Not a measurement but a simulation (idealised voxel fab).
The following process module bears the name voxel gate over fins.
Section shown: cut. Width: 255 nm. Cell size: 5 nm, square.
Bands, listed from the top down, are how a cross-section gets written in this document; the cross-section itself is a grid of square cells, and a band is one or more rows of them.
Heads up on the band format: heights come first, top then bottom, in nm. After that it's the materials left to right, each with its width in nm. A single material flagged "all across" fills the whole band edge to edge, and "empty" means there's empty space there.
Height datum 0, below which the as-received substrate wafer is one material. Lowest band open at the bottom, running downward: "0 nm and below".
Width "30->40": first value at the band's top row of cells, second value at its bottom row, equal change from row to row.
When a step is marked "nothing changed", none of the cells in the cross-section changed during that step.
Any empty space of 8 cells or more lacking an open way to the top shows up in "Completely sealed voids" as width x height at distance, distance from the left edge, in nm.
Step line, after settings: the simulator's comment on this step.
The "overlay nm" setting may appear on a step's line; for a step that uses a mask, it gives how far to the right of its planned position the mask lay, and a negative value indicates the left.
### Here's what the planned process steps look like
1) RECEIVE,material Si
2) CONFORMAL_DEP,material SiN,thk nm 5
3) MASKED_ETCH,tone cover,mask id FINS,width nm 15,pitch nm 50,etch materials SiN,depth nm 5,overlay nm 0
4) MASKED_ETCH,tone cover,mask id FINS,width nm 15,pitch nm 50,etch materials Si,depth nm 30,overlay nm 0
5) FILL_DEP,material SiO2,thk nm 10
6) CMP,height nm 5
7) MASKED_ETCH,tone open,mask id RAIL,width nm 15,etch materials SiO2,depth nm 30,overlay nm 0
8) CONFORMAL_DEP,material TiN,thk nm 5
9) FILL_DEP,material Ru,thk nm 5
10) CMP,height nm 5
11) SELECTIVE_ETCH,etch materials W Ru TiN,depth nm 20
12) FILL_DEP,material SiO2,thk nm 5
13) CMP,height nm 5
14) SELECTIVE_ETCH,etch materials SiO2,depth nm 15
15) STRIP,etch materials SiN
16) CONFORMAL_DEP,material HfO2,thk nm 5
17) CONFORMAL_DEP,material TiN,thk nm 5
18) CONFORMAL_DEP,material TiAl,thk nm 5
19) CONFORMAL_DEP,material TiN,thk nm 5
20) FILL_DEP,material W,thk nm 10
21) CMP,height nm 25
22) CONFORMAL_DEP,material SiCN,thk nm 5
It is noted that the wafers described herein are identical at the outset and are distinguished by the width nm of step 4; the value stated in the plan corresponds to the first wafer.
### This is how the first of several wafers looked in cross-section when it arrived, which is after step 1
	0 nm and below = Si all across
	Completely sealed voids: none
### First of several wafers: cross-section at the end of the module, after step 22, its last step
	30 nm to 25 nm = SiCN all across
	25 nm to 20 nm = W all across
	20 nm to 15 nm = W 50 nm, TiN 155 nm, W 50 nm
	15 nm to 10 nm = W 50 nm, TiN 5 nm, TiAl 45 nm, TiN 5 nm, TiAl 45 nm, TiN 5 nm, TiAl 45 nm, TiN 5 nm, W 50 nm
	10 nm to 5 nm = TiN 55 nm, TiAl 5 nm, TiN 35 nm, TiAl 5 nm, TiN 5 nm, TiAl 5 nm, TiN 35 nm, TiAl 5 nm, TiN 5 nm, TiAl 5 nm, TiN 35 nm, TiAl 5 nm, TiN 55 nm
	5 nm to 0 nm = TiAl 60 nm, TiN 5 nm, HfO2 25 nm, TiN 5 nm, TiAl 15 nm, TiN 5 nm, HfO2 25 nm, TiN 5 nm, TiAl 15 nm, TiN 5 nm, HfO2 25 nm, TiN 5 nm, TiAl 60 nm
	0 nm to -5 nm = TiN 65 nm, HfO2 5 nm, Si 15 nm, HfO2 5 nm, TiN 25 nm, HfO2 5 nm, Si 15 nm, HfO2 5 nm, TiN 25 nm, HfO2 5 nm, Si 15 nm, HfO2 5 nm, TiN 65 nm
	-5 nm to -10 nm = HfO2 70 nm, Si 15 nm, HfO2 35 nm, Si 15 nm, HfO2 35 nm, Si 15 nm, HfO2 70 nm
	-10 nm to -15 nm = SiO2 70 nm, Si 15 nm, SiO2 35 nm, Si 15 nm, SiO2 35 nm, Si 15 nm, SiO2 70 nm
	-15 nm to -20 nm = SiO2 70 nm, Si 15 nm, SiO2 10 nm, TiN 5 nm, Ru 5 nm, TiN 5 nm, SiO2 10 nm, Si 15 nm, SiO2 35 nm, Si 15 nm, SiO2 70 nm
	-20 nm to -25 nm = SiO2 70 nm, Si 15 nm, SiO2 10 nm, TiN 15 nm, SiO2 10 nm, Si 15 nm, SiO2 35 nm, Si 15 nm, SiO2 70 nm
	-25 nm to -30 nm = SiO2 70 nm, Si 15 nm, SiO2 35 nm, Si 15 nm, SiO2 35 nm, Si 15 nm, SiO2 70 nm
	-30 nm and below = Si all across
	Completely sealed voids: none
### X-section, last wafer, module end
	30 nm to 25 nm = SiCN all across
	25 nm to 20 nm = W all across
	20 nm to 15 nm = W 45 nm, TiN 170 nm, W 40 nm
	15 nm to 10 nm = W 45 nm, TiN 5 nm, TiAl 160 nm, TiN 5 nm, W 40 nm
	10 nm to 5 nm = TiN 50 nm, TiAl 5 nm, TiN 150 nm, TiAl 5 nm, TiN 45 nm
	5 nm to 0 nm = TiAl 55 nm, TiN 5 nm, HfO2 40 nm, TiN 10 nm, HfO2 40 nm, TiN 10 nm, HfO2 40 nm, TiN 5 nm, TiAl 50 nm
	0 nm to -5 nm = TiN 60 nm, HfO2 5 nm, Si 30 nm, HfO2 5 nm, TiN 10 nm, HfO2 5 nm, Si 30 nm, HfO2 5 nm, TiN 10 nm, HfO2 5 nm, Si 30 nm, HfO2 5 nm, TiN 55 nm
	-5 nm to -10 nm = HfO2 65 nm, Si 30 nm, HfO2 20 nm, Si 30 nm, HfO2 20 nm, Si 30 nm, HfO2 60 nm
	-10 nm to -15 nm = SiO2 65 nm, Si 30 nm, SiO2 20 nm, Si 30 nm, SiO2 20 nm, Si 30 nm, SiO2 60 nm
	-15 nm to -20 nm = SiO2 65 nm, Si 30 nm, TiN 5 nm, Ru 5 nm, TiN 5 nm, SiO2 5 nm, Si 30 nm, SiO2 20 nm, Si 30 nm, SiO2 60 nm
	-20 nm to -25 nm = SiO2 65 nm, Si 30 nm, TiN 15 nm, SiO2 5 nm, Si 30 nm, SiO2 20 nm, Si 30 nm, SiO2 60 nm
	-25 nm to -30 nm = SiO2 65 nm, Si 30 nm, SiO2 20 nm, Si 30 nm, SiO2 20 nm, Si 30 nm, SiO2 60 nm
	-30 nm and below = Si all across
	Completely sealed voids: none
### each wafer at the end: cells of each material gained (+) or lost (-) since it was received, then its closed voids
width nm 15 | +63 HfO2 | +1 Ru | -252 Si | +51 SiCN | +162 SiO2 | +63 TiAl | +127 TiN | +91 W | Completely sealed voids: none
width nm 20 | +63 HfO2 | +1 Ru | -234 Si | +51 SiCN | +150 SiO2 | +63 TiAl | +123 TiN | +89 W | Completely sealed voids: none
width nm 25 | +63 HfO2 | +1 Ru | -216 Si | +51 SiCN | +138 SiO2 | +59 TiAl | +123 TiN | +87 W | Completely sealed voids: none
width nm 30 | +63 HfO2 | +1 Ru | -198 Si | +51 SiCN | +126 SiO2 | +55 TiAl | +123 TiN | +85 W | Completely sealed voids: none
